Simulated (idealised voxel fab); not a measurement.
process module | voxel air gaps
cross-section cut | 195 nm wide | cells 5 nm
A cross-section is a grid of square cells, given in bands from the top down. A band is one or more rows of cells.
Each band's line starts with the height of the band's top and of its bottom, in nm. Then come its materials from left to right, each with its width in nm. One material with "throughout" fills the band from edge to edge. "air" is empty space.
Height 0 is the level under which the wafer as received is all one material. The lowest band goes on downwards, as in "0 down".
A width such as "30 to 40" changes by the same amount from each row of cells to the next, from the band's top row to its bottom row.
"no change" after a step means that no cell of the cross-section changed.
closed voids: empty space of 8 cells or more with no open way to the top, each as width x height at its distance from the left edge, in nm
after a step's settings: what the simulator itself notes on the step
overlay nm, on a step with a mask: how far to the right of its planned place the mask lay; to the left if negative
plan
1 op RECEIVE | material Si
2 op CONFORMAL_DEP | material SiO2 | thk nm 10
3 op CONFORMAL_DEP | material SiN | thk nm 5
4 op DIRECTIONAL_DEP | material SiO2 | thk nm 35
5 op MASKED_ETCH | tone open | mask id LINES | width nm 15 | pitch nm 40 | etch materials SiO2 | depth nm 35 | overlay nm 0
6 op CONFORMAL_DEP | material TiN | thk nm 5
7 op FILL_DEP | material W | thk nm 10
8 op CMP | height nm 50
9 op EPI | material Ru | thk nm 10
10 op SELECTIVE_ETCH | etch materials SiO2 | depth nm 45
11 op CONFORMAL_DEP | material SiN | thk nm 5
as received, after step 1
  0 down: Si throughout
  closed voids: none
first wafer at the end, as planned
  65 to 60: air 35 | SiN 125 | air 35
  60 to 50: air 35 | SiN 5 | Ru 35 | SiN 5 | Ru 35 | SiN 5 | Ru 35 | SiN 5 | air 35
  50 to 45: air 35 | SiN 15 | TiN 5 | W 5 | TiN 5 | SiN 25 | TiN 5 | W 5 | TiN 5 | SiN 25 | TiN 5 | W 5 | TiN 5 | SiN 15 | air 35
  45 to 20: air 45 | SiN 5 | TiN 5 | W 5 | TiN 5 | SiN 5 | air 15 | SiN 5 | TiN 5 | W 5 | TiN 5 | SiN 5 | air 15 | SiN 5 | TiN 5 | W 5 | TiN 5 | SiN 5 | air 45
  20 to 15: SiN 50 | TiN 15 | SiN 25 | TiN 15 | SiN 25 | TiN 15 | SiN 50
  15 to 10: SiN throughout
  10 to 0: SiO2 throughout
  0 down: Si throughout
  closed voids: 15 x 25 at 70; 15 x 25 at 110
second wafer at the end: like start, like plan, one mistake
  65 to 60: air 30 | SiN 125 | air 40
  60 to 50: air 30 | SiN 5 | Ru 35 | SiN 5 | Ru 35 | SiN 5 | Ru 35 | SiN 5 | air 40
  50 to 45: air 30 | SiN 15 | TiN 5 | W 5 | TiN 5 | SiN 25 | TiN 5 | W 5 | TiN 5 | SiN 25 | TiN 5 | W 5 | TiN 5 | SiN 15 | air 40
  45 to 20: air 40 | SiN 5 | TiN 5 | W 5 | TiN 5 | SiN 5 | air 15 | SiN 5 | TiN 5 | W 5 | TiN 5 | SiN 5 | air 15 | SiN 5 | TiN 5 | W 5 | TiN 5 | SiN 5 | air 50
  20 to 15: SiN 45 | TiN 15 | SiN 25 | TiN 15 | SiN 25 | TiN 15 | SiN 55
  15 to 10: SiN throughout
  10 to 0: SiO2 throughout
  0 down: Si throughout
  closed voids: 15 x 25 at 65; 15 x 25 at 105
what went wrong: step 5 ran as: op MASKED_ETCH | tone open | mask id LINES | width nm 15 | pitch nm 40 | etch materials SiO2 | depth nm 35 | overlay nm -5
at the end the second wafer has, in cells: as many of each material as the first, in other places
